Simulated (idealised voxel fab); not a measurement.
voxel tone inversion: a process module
We display cut, a cross-section 240 nm in width whose square cells are each 5 nm.
Reading order for cross-sections: top band down to bottom band. Underlying form: a grid of square cells. Band size: one or more rows of cells. Top, bottom (nm), then materials left to right with widths (nm); lone material tagged "throughout" fills the whole band edge to edge; "blank" = empty space. Measure heights from 0. That's the level where, below it, the as-received wafer is all one material. The lowest band is bottomless and extends downward; write it as in "0 nm and below". Quick explanation for "30->40": the width changes in equal steps down the rows of cells, from the first number in the band's top row to the second number in its bottom row. "nothing changed" after a step means that no cell of the cross-section changed. Closed-off voids of 8+ cells (no open route to the top) go in "Enclosed void list", written width x height at distance from the left edge, in nm. Whatever follows a step's settings on its line is a remark the simulator itself makes about that step. What "overlay nm" on a step's line means: if the step has a mask, that mask lay this far to the right of its planned place, or, when the value is negative, to the left.
Intended process steps
step 1: RECEIVE,material Si
step 2: CONFORMAL_DEP,material SiN,thk nm 10
step 3: DIRECTIONAL_DEP,material aC,thk nm 25
step 4: PATTERN,tone cover,mask id POSTS,material resist,width nm 20,pitch nm 50,thk nm 35,overlay nm 0
step 5: DIRECTIONAL_ETCH,etch materials aC,depth nm 25
step 6: STRIP,etch materials resist
step 7: FILL_DEP,material lowk,thk nm 5
step 8: CMP,height nm 35
step 9: STRIP,etch materials aC
step 10: CONFORMAL_DEP,material TiN,thk nm 5
step 11: FILL_DEP,material Ru,thk nm 10
step 12: CMP,height nm 35
step 13: CONFORMAL_DEP,material SiN,thk nm 5
Shown in cross-section is the wafer as received, that is, as it stands after step 1
0 nm and below  Si throughout
Enclosed void list: none
This is how the wafer looks in cross-section once the module is done, given the starting state and plan above and one mistake in carrying the plan out
45 nm to 40 nm  SiN throughout
40 nm to 35 nm  TiN 40 | Ru 10 | TiN 40 | Ru 10 | TiN 40 | Ru 10 | TiN 40 | Ru 10 | TiN 40
35 nm to 15 nm  lowk 35 | TiN 5 | Ru 10 | TiN 5 | lowk 30 | TiN 5 | Ru 10 | TiN 5 | lowk 30 | TiN 5 | Ru 10 | TiN 5 | lowk 30 | TiN 5 | Ru 10 | TiN 5 | lowk 35
15 nm to 10 nm  lowk 35 | TiN 20 | lowk 30 | TiN 20 | lowk 30 | TiN 20 | lowk 30 | TiN 20 | lowk 35
10 nm to 0 nm  SiN throughout
0 nm and below  Si throughout
Enclosed void list: none
Want to know what went wrong? contrary to plan, step 12 was performed as CMP,height nm 40
